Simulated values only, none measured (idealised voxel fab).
process module | voxel self aligned vias
cross-section cut | 265 nm wide | cells 5 nm
A cross-section is a grid of square cells, given in bands from the top down. A band is one or more rows of cells.
Each band's line starts with the height of the band's top and of its bottom, in nm. Then come its materials from left to right, each with its width in nm. One material with "throughout" fills the band from edge to edge. "air" is empty space.
Height 0 is the level under which the wafer as received is all one material. The lowest band goes on downwards, as in "0 down".
A width such as "30 to 40" changes by the same amount from each row of cells to the next, from the band's top row to its bottom row.
"no change" after a step means that no cell of the cross-section changed.
closed voids: empty space of 8 cells or more with no open way to the top, each as width x height at its distance from the left edge, in nm
after a step's settings: what the simulator itself notes on the step
overlay nm, on a step with a mask: how far to the right of its planned place the mask lay; to the left if negative
plan
1 op RECEIVE | material Si
2 op CONFORMAL_DEP | material SiO2 | thk nm 15
3 op CONFORMAL_DEP | material SiCN | thk nm 5
4 op DIRECTIONAL_DEP | material SiO2 | thk nm 30
5 op MASKED_ETCH | tone open | mask id LINES | width nm 25 | pitch nm 60 | etch materials SiO2 | depth nm 30 | overlay nm 0
6 op CONFORMAL_DEP | material TiN | thk nm 5
7 op FILL_DEP | material W | thk nm 5
8 op CMP | height nm 50
9 op SELECTIVE_ETCH | etch materials W Ru TiN | depth nm 10
10 op FILL_DEP | material SiN | thk nm 10
11 op CMP | height nm 50
12 op DIRECTIONAL_DEP | material SiO2 | thk nm 15
13 op MASKED_ETCH | tone open | mask id VIAS | width nm 45 | pitch nm 60 | etch materials SiO2 | depth nm 15 | overlay nm 0
14 op MASKED_ETCH | tone open | mask id VIAS | width nm 45 | pitch nm 60 | etch materials SiN | depth nm 10 | overlay nm 0
15 op CONFORMAL_DEP | material TiN | thk nm 5
16 op FILL_DEP | material Ru | thk nm 5
17 op CMP | height nm 65
18 op CONFORMAL_DEP | material SiCN | thk nm 5
as received, after step 1
  0 down: Si throughout
  closed voids: none
a wafer at the end: this start, this plan, one mistake
  70 to 65: SiCN throughout
  65 to 55: SiO2 55 | TiN 5 | Ru 30 | TiN 5 | SiO2 20 | TiN 5 | Ru 30 | TiN 5 | SiO2 20 | TiN 5 | Ru 30 | TiN 5 | SiO2 50
  55 to 45: SiO2 55 to 60 | TiN 10 to 5 | Ru 15 | TiN 15 to 5 | SiO2 20 to 35 | TiN 10 to 5 | Ru 15 | TiN 15 to 5 | SiO2 20 to 35 | TiN 10 to 5 | Ru 15 | TiN 15 to 5 | SiO2 50 to 60
  45 to 40: SiO2 60 | TiN 25 | SiO2 35 | TiN 25 | SiO2 35 | TiN 25 | SiO2 60
  40 to 25: SiO2 60 | TiN 5 | W 15 | TiN 5 | SiO2 35 | TiN 5 | W 15 | TiN 5 | SiO2 35 | TiN 5 | W 15 | TiN 5 | SiO2 60
  25 to 20: SiO2 60 | TiN 25 | SiO2 35 | TiN 25 | SiO2 35 | TiN 25 | SiO2 60
  20 to 15: SiCN throughout
  15 to 0: SiO2 throughout
  0 down: Si throughout
  closed voids: none
what went wrong: step 13 ran as: op MASKED_ETCH | tone open | mask id VIAS | width nm 40 | pitch nm 60 | etch materials SiO2 | depth nm 15 | overlay nm 0
